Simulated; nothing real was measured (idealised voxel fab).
process module | voxel self aligned contacts
cross-section cut | 245 nm wide | cells 5 nm
A cross-section is a grid of square cells, given in bands from the top down. A band is one or more rows of cells.
Each band's line starts with the height of the band's top and of its bottom, in nm. Then come its materials from left to right, each with its width in nm. One material with "throughout" fills the band from edge to edge. "air" is empty space.
Height 0 is the level under which the wafer as received is all one material. The lowest band goes on downwards, as in "0 down".
A width such as "30 to 40" changes by the same amount from each row of cells to the next, from the band's top row to its bottom row.
"no change" after a step means that no cell of the cross-section changed.
closed voids: empty space of 8 cells or more with no open way to the top, each as width x height at its distance from the left edge, in nm
after a step's settings: what the simulator itself notes on the step
overlay nm, on a step with a mask: how far to the right of its planned place the mask lay; to the left if negative
plan
1 op RECEIVE | material Si
2 op CONFORMAL_DEP | material SiO2 | thk nm 5
3 op DIRECTIONAL_DEP | material polySi | thk nm 20
4 op DIRECTIONAL_DEP | material SiN | thk nm 25
5 op DIRECTIONAL_DEP | material aC | thk nm 10
6 op PATTERN | tone cover | mask id GATE | material resist | width nm 25 | pitch nm 70 | thk nm 30 | overlay nm 0
7 op DIRECTIONAL_ETCH | etch materials aC | depth nm 10
8 op STRIP | etch materials resist
9 op DIRECTIONAL_ETCH | etch materials SiN | depth nm 25
10 op DIRECTIONAL_ETCH | etch materials polySi | depth nm 20
11 op STRIP | etch materials aC
12 op CONFORMAL_DEP | material SiN | thk nm 10
13 op DIRECTIONAL_ETCH | etch materials SiN | depth nm 10
14 op FILL_DEP | material SiO2 | thk nm 10
15 op CMP | height nm 55
16 op MASKED_ETCH | tone open | mask id CONTACT | width nm 55 | pitch nm 70 | etch materials SiO2 | depth nm 55 | overlay nm 0
17 op CONFORMAL_DEP | material TiN | thk nm 5
18 op FILL_DEP | material W | thk nm 5
19 op CMP | height nm 55
20 op CONFORMAL_DEP | material SiCN | thk nm 5
as received, after step 1
  0 down: Si throughout
  closed voids: none
first wafer at the end, as planned
  60 to 55: SiCN throughout
  55 to 50: SiO2 60 | TiN 20 | W 15 | TiN 20 | SiO2 15 | TiN 20 | W 15 | TiN 20 | SiO2 60
  50 to 25: SiO2 30 | SiN 45 | TiN 5 | W 15 | TiN 5 | SiN 45 | TiN 5 | W 15 | TiN 5 | SiN 45 | SiO2 30
  25 to 5: SiO2 30 | SiN 10 | polySi 25 | SiN 10 | TiN 5 | W 15 | TiN 5 | SiN 10 | polySi 25 | SiN 10 | TiN 5 | W 15 | TiN 5 | SiN 10 | polySi 25 | SiN 10 | SiO2 30
  5 to 0: SiO2 75 | TiN 25 | SiO2 45 | TiN 25 | SiO2 75
  0 down: Si throughout
  closed voids: none
second wafer at the end: like start, like plan, one mistake
  60 to 55: SiCN throughout
  55 to 50: SiO2 60 | TiN 20 | W 15 | TiN 20 | SiO2 15 | TiN 20 | W 15 | TiN 20 | SiO2 60
  50 to 35: SiO2 30 | SiN 45 | TiN 5 | W 15 | TiN 5 | SiN 45 | TiN 5 | W 15 | TiN 5 | SiN 45 | SiO2 30
  35 to 30: SiO2 30 | SiN 45 | TiN 25 | SiN 45 | TiN 25 | SiN 45 | SiO2 30
  30 to 25: SiN throughout
  25 to 5: polySi throughout
  5 to 0: SiO2 throughout
  0 down: Si throughout
  closed voids: none
what went wrong: step 9 ran as: op DIRECTIONAL_ETCH | etch materials SiN | depth nm 20
at the end the second wafer has, in cells: 26 fewer of SiN | 50 fewer of SiO2 | 24 fewer of TiN | 36 fewer of W | 136 more of polySi
